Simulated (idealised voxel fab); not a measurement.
The following is a process module called voxel capacitor over wiring.
FYI the section here is cut, 170 nm wide, cells are 5 nm squares.
If you're reading a cross-section in this doc, picture square cells in a grid; it comes to you as bands, top ones listed first down to the bottom, and a band can be one or more rows of cells.
Within each band entry, the heights of the top and of the bottom of the band appear first, in that order and in nm; the materials of the band then follow from left to right, each with its corresponding width in nm. The designation "full width" on a single material indicates that it fills the band from edge to edge; the designation "blank" indicates empty space.
Note: height 0 marks the level under which the wafer is uniformly one material as received. Lowest band unbounded below, written "0 and below".
Width "30->40": first value at the band's top row of cells, second value at its bottom row, equal change from row to row.
No cell of the cross-section changed in a step that is given as "no alterations made".
Look at "Enclosed void list" for the closed voids: empty spaces with no open path to the top, sized 8 cells or up. Each is width x height at distance, distance from the left edge, all nm.
Whatever follows a step's settings on its line is a remark the simulator itself makes about that step.
overlay nm: mask offset rightward from planned place, masked step; negative means leftward offset.

### Here's what the planned process steps look like
1. op RECEIVE | material Si
2. op CONFORMAL_DEP | material SiO2 | thk nm 10
3. op CONFORMAL_DEP | material SiN | thk nm 5
4. op DIRECTIONAL_DEP | material lowk | thk nm 20
5. op PATTERN | tone open | mask id METAL_1 | material resist | width nm 25 | pitch nm 90 | thk nm 20 | overlay nm 0
6. op DIRECTIONAL_ETCH | etch materials lowk | depth nm 20
7. op DIRECTIONAL_ETCH | etch materials SiN | depth nm 5
8. op STRIP | etch materials resist
9. op CONFORMAL_DEP | material TiN | thk nm 5
10. op FILL_DEP | material Ru | thk nm 5
11. op CMP | height nm 35
12. op CONFORMAL_DEP | material SiCN | thk nm 5
13. op DIRECTIONAL_DEP | material lowk | thk nm 20
14. op MASKED_ETCH | tone open | mask id PLUG_1 | width nm 15 | etch materials lowk | depth nm 20 | overlay nm 0
15. op MASKED_ETCH | tone open | mask id PLUG_1 | width nm 15 | etch materials SiCN | depth nm 5 | overlay nm 0
16. op CONFORMAL_DEP | material TiN | thk nm 5
17. op FILL_DEP | material Ru | thk nm 5
18. op CMP | height nm 60
19. op DIRECTIONAL_DEP | material TiN | thk nm 5
20. op DIRECTIONAL_DEP | material SiN | thk nm 5
21. op DIRECTIONAL_DEP | material TiN | thk nm 10
22. op MASKED_ETCH | tone cover | mask id UPPER_PLATE | width nm 70 | etch materials TiN | depth nm 10 | overlay nm 0
23. op MASKED_ETCH | tone cover | mask id UPPER_PLATE | width nm 70 | etch materials SiN | depth nm 5 | overlay nm 0
24. op MASKED_ETCH | tone cover | mask id LOWER_PLATE | width nm 80 | etch materials TiN | depth nm 5 | overlay nm 0
25. op FILL_DEP | material SiO2 | thk nm 20
26. op CMP | height nm 95
27. op PATTERN | tone open | mask id PLUG_2 | material resist | width nm 15 | thk nm 15 | overlay nm 0
28. op DIRECTIONAL_ETCH | etch materials SiO2 | depth nm 15
29. op STRIP | etch materials resist
30. op CONFORMAL_DEP | material TiN | thk nm 5
31. op FILL_DEP | material Ru | thk nm 5
32. op CMP | height nm 95
33. op CONFORMAL_DEP | material SiCN | thk nm 5

### On the first of the two wafers: run conducted according to plan

### This is the cross-section of the wafer as we received it, i.e. after step 1
    0 and below = Si full width
    Enclosed void list: none

### The wafer in cross-section once step 2 is complete
    10 down to 0 = SiO2 full width
    Note: structure below 0 unchanged.

### The wafer in cross-section once step 3 is complete
    15 down to 10 = SiN full width
    Note: structure below 10 unchanged.

### The wafer in cross-section once step 4 is complete
    35 down to 15 = lowk full width
    Note: structure below 15 unchanged.

### The wafer in cross-section once step 5 is complete
    55 down to 35 = 25 resist  25 blank  65 resist  25 blank  30 resist
    Note: structure below 35 unchanged.

### The wafer in cross-section once step 6 is complete
    55 down to 35 = 25 resist  25 blank  65 resist  25 blank  30 resist
    35 down to 15 = 25 lowk  25 blank  65 lowk  25 blank  30 lowk
    Note: structure below 15 unchanged.

### The wafer in cross-section once step 7 is complete
    55 down to 35 = 25 resist  25 blank  65 resist  25 blank  30 resist
    35 down to 15 = 25 lowk  25 blank  65 lowk  25 blank  30 lowk
    15 down to 10 = 25 SiN  25 blank  65 SiN  25 blank  30 SiN
    Note: structure below 10 unchanged.

### The wafer in cross-section once step 8 is complete
    35 down to 15 = 25 lowk  25 blank  65 lowk  25 blank  30 lowk
    Note: structure below 15 unchanged.

### The wafer in cross-section once step 9 is complete
    40 down to 35 = 30 TiN  15 blank  75 TiN  15 blank  35 TiN
    35 down to 15 = 25 lowk  5 TiN  15 blank  5 TiN  65 lowk  5 TiN  15 blank  5 TiN  30 lowk
    15 down to 10 = 25 SiN  25 TiN  65 SiN  25 TiN  30 SiN
    Note: structure below 10 unchanged.

### The wafer in cross-section once step 10 is complete
    45 down to 40 = Ru full width
    40 down to 35 = 30 TiN  15 Ru  75 TiN  15 Ru  35 TiN
    35 down to 15 = 25 lowk  5 TiN  15 Ru  5 TiN  65 lowk  5 TiN  15 Ru  5 TiN  30 lowk
    Note: structure below 15 unchanged.

### The wafer in cross-section once step 11 is complete
    35 down to 15 = 25 lowk  5 TiN  15 Ru  5 TiN  65 lowk  5 TiN  15 Ru  5 TiN  30 lowk
    Note: structure below 15 unchanged.

### The wafer in cross-section once step 12 is complete
    40 down to 35 = SiCN full width
    Note: structure below 35 unchanged.

### The wafer in cross-section once step 13 is complete
    60 down to 40 = lowk full width
    Note: structure below 40 unchanged.

### The wafer in cross-section once step 14 is complete
    60 down to 40 = 35 lowk  15 blank  120 lowk
    Note: structure below 40 unchanged.

### The wafer in cross-section once step 15 is complete
    60 down to 40 = 35 lowk  15 blank  120 lowk
    40 down to 35 = 35 SiCN  15 blank  120 SiCN
    Note: structure below 35 unchanged.

### The wafer in cross-section once step 16 is complete
    65 down to 60 = 40 TiN  5 blank  125 TiN
    60 down to 40 = 35 lowk  5 TiN  5 blank  5 TiN  120 lowk
    40 down to 35 = 35 SiCN  15 TiN  120 SiCN
    Note: structure below 35 unchanged.

### The wafer in cross-section once step 17 is complete
    70 down to 65 = Ru full width
    65 down to 60 = 40 TiN  5 Ru  125 TiN
    60 down to 40 = 35 lowk  5 TiN  5 Ru  5 TiN  120 lowk
    Note: structure below 40 unchanged.

### The wafer in cross-section once step 18 is complete
    60 down to 40 = 35 lowk  5 TiN  5 Ru  5 TiN  120 lowk
    Note: structure below 40 unchanged.

### The wafer in cross-section once step 19 is complete
    65 down to 60 = TiN full width
    Note: structure below 60 unchanged.

### The wafer in cross-section once step 20 is complete
    70 down to 65 = SiN full width
    Note: structure below 65 unchanged.

### The wafer in cross-section once step 21 is complete
    80 down to 70 = TiN full width
    Note: structure below 70 unchanged.

### The wafer in cross-section once step 22 is complete
    80 down to 70 = 35 blank  70 TiN  65 blank
    Note: structure below 70 unchanged.

### The wafer in cross-section once step 23 is complete
    80 down to 70 = 35 blank  70 TiN  65 blank
    70 down to 65 = 35 blank  70 SiN  65 blank
    Note: structure below 65 unchanged.

### The wafer in cross-section once step 24 is complete
    80 down to 70 = 35 blank  70 TiN  65 blank
    70 down to 65 = 35 blank  70 SiN  65 blank
    65 down to 60 = 30 blank  80 TiN  60 blank
    Note: structure below 60 unchanged.

### The wafer in cross-section once step 25 is complete
    100 down to 80 = SiO2 full width
    80 down to 70 = 35 SiO2  70 TiN  65 SiO2
    70 down to 65 = 35 SiO2  70 SiN  65 SiO2
    65 down to 60 = 30 SiO2  80 TiN  60 SiO2
    Note: structure below 60 unchanged.

### The wafer in cross-section once step 26 is complete
    95 down to 80 = SiO2 full width
    Note: structure below 80 unchanged.

### The wafer in cross-section once step 27 is complete
    110 down to 95 = 45 resist  15 blank  110 resist
    Note: structure below 95 unchanged.

### The wafer in cross-section once step 28 is complete
    110 down to 95 = 45 resist  15 blank  110 resist
    95 down to 80 = 45 SiO2  15 blank  110 SiO2
    Note: structure below 80 unchanged.

### The wafer in cross-section once step 29 is complete
    95 down to 80 = 45 SiO2  15 blank  110 SiO2
    Note: structure below 80 unchanged.

### The wafer in cross-section once step 30 is complete
    100 down to 95 = 50 TiN  5 blank  115 TiN
    95 down to 85 = 45 SiO2  5 TiN  5 blank  5 TiN  110 SiO2
    85 down to 80 = 45 SiO2  15 TiN  110 SiO2
    Note: structure below 80 unchanged.

### The wafer in cross-section once step 31 is complete
    105 down to 100 = Ru full width
    100 down to 95 = 50 TiN  5 Ru  115 TiN
    95 down to 85 = 45 SiO2  5 TiN  5 Ru  5 TiN  110 SiO2
    Note: structure below 85 unchanged.

### The wafer in cross-section once step 32 is complete
    95 down to 85 = 45 SiO2  5 TiN  5 Ru  5 TiN  110 SiO2
    Note: structure below 85 unchanged.

### The wafer in cross-section once step 33 is complete
    100 down to 95 = SiCN full width
    Note: structure below 95 unchanged.

### The second wafer was prepared from the same starting point and under the same plan as the first; its processing contained one mistake, and it remains indistinguishable from the first wafer up to and including step 14

### The second wafer cut through, at the time step 15 was supposed to be finished
    60 down to 40 = 35 lowk  15 blank  120 lowk
    40 down to 35 = 35 SiCN  10 blank  125 SiCN
    Note: structure below 35 unchanged.

### The second wafer cut through, at the time step 16 was supposed to be finished
    65 down to 60 = 40 TiN  5 blank  125 TiN
    60 down to 45 = 35 lowk  5 TiN  5 blank  5 TiN  120 lowk
    45 down to 40 = 35 lowk  15 TiN  120 lowk
    40 down to 35 = 35 SiCN  10 TiN  125 SiCN
    Note: structure below 35 unchanged.

### The second wafer cut through, at the time step 17 was supposed to be finished
    70 down to 65 = Ru full width
    65 down to 60 = 40 TiN  5 Ru  125 TiN
    60 down to 45 = 35 lowk  5 TiN  5 Ru  5 TiN  120 lowk
    Note: structure below 45 unchanged.

### The second wafer cut through, at the time step 18 was supposed to be finished
    60 down to 45 = 35 lowk  5 TiN  5 Ru  5 TiN  120 lowk
    Note: structure below 45 unchanged.

### The second wafer cut through, at the time step 19 was supposed to be finished
    65 down to 60 = TiN full width
    Note: structure below 60 unchanged.

### The second wafer cut through, at the time step 20 was supposed to be finished
    70 down to 65 = SiN full width
    Note: structure below 65 unchanged.

### The second wafer cut through, at the time step 21 was supposed to be finished
    80 down to 70 = TiN full width
    Note: structure below 70 unchanged.

### The second wafer cut through, at the time step 22 was supposed to be finished
    80 down to 70 = 35 blank  70 TiN  65 blank
    Note: structure below 70 unchanged.

### The second wafer cut through, at the time step 23 was supposed to be finished
    80 down to 70 = 35 blank  70 TiN  65 blank
    70 down to 65 = 35 blank  70 SiN  65 blank
    Note: structure below 65 unchanged.

### The second wafer cut through, at the time step 24 was supposed to be finished
    80 down to 70 = 35 blank  70 TiN  65 blank
    70 down to 65 = 35 blank  70 SiN  65 blank
    65 down to 60 = 30 blank  80 TiN  60 blank
    Note: structure below 60 unchanged.

### The second wafer cut through, at the time step 25 was supposed to be finished
    100 down to 80 = SiO2 full width
    80 down to 70 = 35 SiO2  70 TiN  65 SiO2
    70 down to 65 = 35 SiO2  70 SiN  65 SiO2
    65 down to 60 = 30 SiO2  80 TiN  60 SiO2
    Note: structure below 60 unchanged.

### The second wafer cut through, at the time step 26 was supposed to be finished
    95 down to 80 = SiO2 full width
    Note: structure below 80 unchanged.

### The second wafer cut through, at the time step 27 was supposed to be finished
    110 down to 95 = 45 resist  15 blank  110 resist
    Note: structure below 95 unchanged.

### The second wafer cut through, at the time step 28 was supposed to be finished
    110 down to 95 = 45 resist  15 blank  110 resist
    95 down to 80 = 45 SiO2  15 blank  110 SiO2
    Note: structure below 80 unchanged.

### The second wafer cut through, at the time step 29 was supposed to be finished
    95 down to 80 = 45 SiO2  15 blank  110 SiO2
    Note: structure below 80 unchanged.

### The second wafer cut through, at the time step 30 was supposed to be finished
    100 down to 95 = 50 TiN  5 blank  115 TiN
    95 down to 85 = 45 SiO2  5 TiN  5 blank  5 TiN  110 SiO2
    85 down to 80 = 45 SiO2  15 TiN  110 SiO2
    Note: structure below 80 unchanged.

### The second wafer cut through, at the time step 31 was supposed to be finished
    105 down to 100 = Ru full width
    100 down to 95 = 50 TiN  5 Ru  115 TiN
    95 down to 85 = 45 SiO2  5 TiN  5 Ru  5 TiN  110 SiO2
    Note: structure below 85 unchanged.

### The second wafer cut through, at the time step 32 was supposed to be finished
    95 down to 85 = 45 SiO2  5 TiN  5 Ru  5 TiN  110 SiO2
    Note: structure below 85 unchanged.

### The second wafer cut through, at the time step 33 was supposed to be finished
    100 down to 95 = SiCN full width
    Note: structure below 95 unchanged.
Which mistake was made when the wafer was run? step 15 was processed under conditions differing from the plan, specifically as op MASKED_ETCH | tone open | mask id PLUG_1 | width nm 15 | etch materials SiCN | depth nm 5 | overlay nm -5
Counted in cells at the end, the second wafer holds more or fewer of these materials than the first: -1 Ru | +1 SiCN
